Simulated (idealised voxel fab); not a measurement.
This is a process module. Its name is voxel released beams.
FYI the section here is cut, 250 nm wide, cells are 5 nm squares.
Heads up, the way a cross-section reads in here is a grid of square cells, handed over as bands from the top down, with every band being one or more rows of cells. First you get the band's top height and its bottom height, in nm, and then the materials it's made of, left to right, with each width in nm. If you see a single material with "throughout", that one covers the band edge to edge. "empty" is empty space. Beneath 0, the wafer as received is one material, and that level is where height counting begins. The lowest band goes on downward without a bottom; it is written like "top 0, no bottom". A two-number width, for instance "30->40", indicates that the width is equal to the first number in the top row of the band and to the second number in the bottom row, and that it changes by a constant amount per row of cells. You'll sometimes find "identical to before" written for a step, and that's the way of saying that nowhere in the cross-section did a cell change during that step. In "Fully sealed cavities" the enclosed voids are listed, meaning empty spaces of 8 cells or larger without any opening to the top. The form is width x height at distance, distance from the left edge, units nm. Read whatever lies past the settings on a step's line as the simulator's own remark about the step. The line of a step may include "overlay nm". On a step with a mask, this value is how far to the right of its planned place the mask lay. A negative value means the mask lay to the left.

[Listed below are the process steps as planned]
1) RECEIVE: material Si
2) CONFORMAL_DEP: material SiN, thk nm 5
3) DIRECTIONAL_DEP: material SiO2, thk nm 10
4) PATTERN: tone open, mask id ANCHOR, material resist, width nm 25, thk nm 15, overlay nm 0
5) DIRECTIONAL_ETCH: etch materials SiO2, depth nm 10
6) STRIP: etch materials resist
7) CONFORMAL_DEP: material W, thk nm 10
8) DIRECTIONAL_DEP: material aC, thk nm 10
9) PATTERN: tone cover, mask id BEAM, material resist, width nm 70, thk nm 25, overlay nm 0
10) DIRECTIONAL_ETCH: etch materials aC, depth nm 10
11) STRIP: etch materials resist
12) DIRECTIONAL_ETCH: etch materials W, depth nm 10
13) STRIP: etch materials aC
14) STRIP: etch materials SiO2

[Delivered wafer in cross-section: state after step 1]
    top 0, no bottom  Si throughout
    Fully sealed cavities: none

[first wafer at the end, as planned]
    top 25, bottom 15  85 of empty, 15 of W, 5 of empty, 50 of W, 95 of empty
    top 15, bottom 5  90 of empty, 25 of W, 135 of empty
    top 5, bottom 0  SiN throughout
    top 0, no bottom  Si throughout
    Fully sealed cavities: none

[Second wafer of the two, sectioned at the end of the module. It began like the first and followed the same plan, but one mistake was made while running it]
    top 25, bottom 15  90 of empty, 10 of W, 5 of empty, 50 of W, 95 of empty
    top 15, bottom 5  90 of empty, 25 of W, 135 of empty
    top 5, bottom 0  SiN throughout
    top 0, no bottom  Si throughout
    Fully sealed cavities: none
Plan not followed: the process deviated at step 9: the operation and settings actually run there were PATTERN: tone cover, mask id BEAM, material resist, width nm 65, thk nm 25, overlay nm 0
Counted in cells at the end, the second wafer holds more or fewer of these materials than the first: W: 2 fewer
